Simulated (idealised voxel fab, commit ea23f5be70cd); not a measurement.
Process module, titled voxel self aligned vias
140 nm wide, 5 nm square cells: that's cross-section cut.
Reading order for cross-sections: top band down to bottom band. Underlying form: a grid of square cells. Band size: one or more rows of cells. For a band, the entry starts with two heights in nm, that of the top and then that of the bottom, and carries on with the band's materials in order from left to right, each alongside its width in nm; the word "all across" beside a single material means it fills the band edge to edge, and "empty" means empty space. Zero point of the height axis is 0; under it, received wafer = one material. Lowest band: continues down indefinitely, "0 down". The expression "30 to 40" gives the width at the extremes of the band, the first number at its top row of cells and the second at its bottom row, with the width changing by equal amounts from each row to the next in between. What does "nothing was modified" mean for a step? It means no cell of the cross-section changed in that step. "Closed void table": empty spaces of 8 cells or more with no open way to the top, each given as width x height at distance, distance from the left edge, all in nm. Post-settings text on a step line: simulator's own remark regarding the step. When a step includes a mask, the "overlay nm" setting on its line states how far to the right of its planned place that mask lay, and negative values state how far to the left.

-- Planned process steps
1. RECEIVE (material Si)
2. CONFORMAL_DEP (material SiO2; thk nm 10)
3. CONFORMAL_DEP (material SiCN; thk nm 5)
4. DIRECTIONAL_DEP (material lowk; thk nm 30)
5. PATTERN (tone open; mask id LINES; material resist; width nm 30; pitch nm 55; thk nm 20; overlay nm 0)
6. DIRECTIONAL_ETCH (etch materials lowk; depth nm 30)
7. STRIP (etch materials resist)
8. CONFORMAL_DEP (material TiN; thk nm 5)
9. FILL_DEP (material W; thk nm 10)
10. CMP (height nm 45)
11. SELECTIVE_ETCH (etch materials W Ru TiN; depth nm 5)
12. FILL_DEP (material SiN; thk nm 5)
13. CMP (height nm 45)
14. DIRECTIONAL_DEP (material lowk; thk nm 20)
15. DIRECTIONAL_DEP (material aC; thk nm 15)
16. PATTERN (tone open; mask id VIAS; material resist; width nm 40; thk nm 30; overlay nm 0)
17. DIRECTIONAL_ETCH (etch materials aC; depth nm 15)
18. STRIP (etch materials resist)
19. DIRECTIONAL_ETCH (etch materials lowk; depth nm 20)
20. DIRECTIONAL_ETCH (etch materials SiN; depth nm 5)
21. STRIP (etch materials aC)
22. CONFORMAL_DEP (material TiN; thk nm 5)
23. FILL_DEP (material W; thk nm 5)
24. CMP (height nm 65)
25. CONFORMAL_DEP (material SiN; thk nm 5)

-- Delivered wafer in cross-section: state after step 1
    0 down = Si all across
    Closed void table: none

-- Cross-section taken at module completion on the first of two wafers; processed per the plan
    70 to 65 = SiN all across
    65 to 50 = 20 lowk | 5 TiN | 30 W | 5 TiN | 80 lowk
    50 to 45 = 20 lowk | 10 TiN | 20 W | 10 TiN | 80 lowk
    45 to 40 = 25 lowk | 30 TiN | 25 lowk | 30 SiN | 30 lowk
    40 to 20 = 25 lowk | 5 TiN | 20 W | 5 TiN | 25 lowk | 5 TiN | 20 W | 5 TiN | 30 lowk
    20 to 15 = 25 lowk | 30 TiN | 25 lowk | 30 TiN | 30 lowk
    15 to 10 = SiCN all across
    10 to 0 = SiO2 all across
    0 down = Si all across
    Closed void table: none

-- second wafer at the end: like start, like plan, one mistake
    70 to 65 = SiN all across
    65 to 45 = 20 lowk | 5 TiN | 30 W | 5 TiN | 80 lowk
    45 to 40 = 20 lowk | 40 TiN | 15 lowk | 40 SiN | 25 lowk
    40 to 20 = 20 lowk | 5 TiN | 30 W | 5 TiN | 15 lowk | 5 TiN | 30 W | 5 TiN | 25 lowk
    20 to 15 = 20 lowk | 40 TiN | 15 lowk | 40 TiN | 25 lowk
    15 to 10 = SiCN all across
    10 to 0 = SiO2 all across
    0 down = Si all across
    Closed void table: none
Against the plan, the run slipped here: step 5 did not happen as planned, as run it was PATTERN (tone open; mask id LINES; material resist; width nm 40; pitch nm 55; thk nm 20; overlay nm 0)
The final cell counts differ between the wafers, with the second having more or fewer of some materials than the first: SiN: 2 more | TiN: 4 more | W: 18 more | lowk: 24 fewer
